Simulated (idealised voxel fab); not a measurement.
process module | voxel wiring stack
FYI the section here is cut, 210 nm wide, cells are 5 nm squares.
Cross-section layout: square cells on a grid; listed as bands, top to bottom; a band spans one or more cell rows.
Look at the band entry: it leads with the top's height and the bottom's height in nm. Then it lists the materials left to right, with a width in nm for each. The word "throughout" on a single material says that material fills the band edge to edge. The word "air" is empty space.
A quick word on heights: they are counted from 0, and under that level the wafer as it came to us is one material throughout. The lowest band is different from the rest in having no bottom; it simply continues downward, written as in "0..down".
So if you see something like "30->40" for the width, read it as the top row of the band sitting at the first number and the bottom row at the second, with every row in between moving by the same amount as the last.
"changes: none", as given for a step, is the statement that not any cell of the cross-section underwent a change during that step.
Empty spaces counting at least 8 cells and having no open way to the top are listed in "Enclosed void entries". The notation width x height at distance is used for each, the distance being from the left edge and all three values in nm.
It should be noted that, on the line of a given step, the content following the step's settings is a remark produced by the simulator itself with respect to that step.
The line of a step may include "overlay nm". On a step with a mask, this value is how far to the right of its planned place the mask lay. A negative value means the mask lay to the left.
[The steps planned for the process are as follows]
1) RECEIVE with material Si
2) CONFORMAL_DEP with material SiO2, thk nm 15
3) CONFORMAL_DEP with material SiCN, thk nm 5
4) DIRECTIONAL_DEP with material lowk, thk nm 15
5) PATTERN with tone open, mask id METAL_1, material resist, width nm 30, pitch nm 45, thk nm 15, overlay nm 0
6) DIRECTIONAL_ETCH with etch materials lowk, depth nm 15
7) DIRECTIONAL_ETCH with etch materials SiCN, depth nm 5
8) STRIP with etch materials resist
9) CONFORMAL_DEP with material TiN, thk nm 5
10) FILL_DEP with material W, thk nm 5
11) CMP with height nm 35
12) CONFORMAL_DEP with material SiCN, thk nm 5
13) DIRECTIONAL_DEP with material lowk, thk nm 20
14) PATTERN with tone open, mask id PLUG_1, material resist, width nm 15, pitch nm 45, thk nm 20, overlay nm 0
15) DIRECTIONAL_ETCH with etch materials lowk, depth nm 20
16) DIRECTIONAL_ETCH with etch materials SiCN, depth nm 5
17) STRIP with etch materials resist
18) CONFORMAL_DEP with material TiN, thk nm 5
19) FILL_DEP with material Ru, thk nm 10
20) CMP with height nm 60
21) DIRECTIONAL_DEP with material TiN, thk nm 5
22) DIRECTIONAL_DEP with material W, thk nm 25
23) DIRECTIONAL_DEP with material aC, thk nm 10
24) PATTERN with tone cover, mask id METAL_2, material resist, width nm 30, pitch nm 45, thk nm 30, overlay nm 0
25) DIRECTIONAL_ETCH with etch materials aC, depth nm 10
26) STRIP with etch materials resist
27) DIRECTIONAL_ETCH with etch materials W, depth nm 25
28) DIRECTIONAL_ETCH with etch materials TiN, depth nm 5
29) STRIP with etch materials aC
30) FILL_DEP with material lowk, thk nm 5
31) CMP with height nm 90
32) CONFORMAL_DEP with material SiCN, thk nm 5
33) DIRECTIONAL_DEP with material SiO2, thk nm 35
34) PATTERN with tone open, mask id METAL_3_HOLES, material resist, width nm 15, pitch nm 45, thk nm 20, overlay nm 0
35) DIRECTIONAL_ETCH with etch materials SiO2, depth nm 35
36) STRIP with etch materials resist
37) DIRECTIONAL_DEP with material aC, thk nm 15
38) PATTERN with tone open, mask id METAL_3, material resist, width nm 30, pitch nm 45, thk nm 30, overlay nm 0
39) DIRECTIONAL_ETCH with etch materials aC, depth nm 15
40) STRIP with etch materials resist
41) DIRECTIONAL_ETCH with etch materials SiO2, depth nm 20
42) DIRECTIONAL_ETCH with etch materials SiCN, depth nm 5
43) STRIP with etch materials aC
44) CONFORMAL_DEP with material TiN, thk nm 5
45) FILL_DEP with material Ru, thk nm 10
46) CMP with height nm 130
47) CONFORMAL_DEP with material SiN, thk nm 5
[The cross-section here shows the wafer as received, i.e. in its state after step 1]
    0..down  Si throughout
    Enclosed void entries: none
[Cross-section, end of module. Start: as above. Plan: as above. Execution: one mistake]
    135..130  SiN throughout
    130..115  SiO2=20, then TiN=5, then Ru=20, then TiN=5, then SiO2=15, then TiN=5, then Ru=20, then TiN=5, then SiO2=15, then TiN=5, then Ru=20, then TiN=5, then SiO2=15, then TiN=5, then Ru=20, then TiN=5, then SiO2=25
    115..110  SiO2=20, then TiN=5, then Ru=5, then TiN=20, then SiO2=15, then TiN=5, then Ru=5, then TiN=20, then SiO2=15, then TiN=5, then Ru=5, then TiN=20, then SiO2=15, then TiN=5, then Ru=5, then TiN=20, then SiO2=25
    110..95  SiO2=20, then TiN=5, then Ru=5, then TiN=5, then SiO2=30, then TiN=5, then Ru=5, then TiN=5, then SiO2=30, then TiN=5, then Ru=5, then TiN=5, then SiO2=30, then TiN=5, then Ru=5, then TiN=5, then SiO2=40
    95..90  SiCN=20, then TiN=15, then SiCN=30, then TiN=15, then SiCN=30, then TiN=15, then SiCN=30, then TiN=15, then SiCN=40
    90..65  lowk=20, then W=30, then lowk=15, then W=30, then lowk=15, then W=30, then lowk=15, then W=30, then lowk=25
    65..60  lowk=20, then TiN=30, then lowk=15, then TiN=30, then lowk=15, then TiN=30, then lowk=15, then TiN=30, then lowk=25
    60..40  lowk=20, then TiN=5, then Ru=5, then TiN=5, then lowk=30, then TiN=5, then Ru=5, then TiN=5, then lowk=30, then TiN=5, then Ru=5, then TiN=5, then lowk=30, then TiN=5, then Ru=5, then TiN=5, then lowk=40
    40..35  SiCN=20, then TiN=15, then SiCN=30, then TiN=15, then SiCN=30, then TiN=15, then SiCN=30, then TiN=15, then SiCN=40
    35..20  lowk=30, then TiN=5, then W=20, then TiN=5, then lowk=15, then TiN=5, then W=20, then TiN=5, then lowk=15, then TiN=5, then W=20, then TiN=5, then lowk=15, then TiN=5, then W=20, then TiN=5, then lowk=15
    20..15  SiCN=30, then TiN=30, then SiCN=15, then TiN=30, then SiCN=15, then TiN=30, then SiCN=15, then TiN=30, then SiCN=15
    15..0  SiO2 throughout
    0..down  Si throughout
    Enclosed void entries: none
Diagnosis: step 5 went in with a setting other than planned; the actual run was PATTERN with tone open, mask id METAL_1, material resist, width nm 30, pitch nm 45, thk nm 15, overlay nm 10
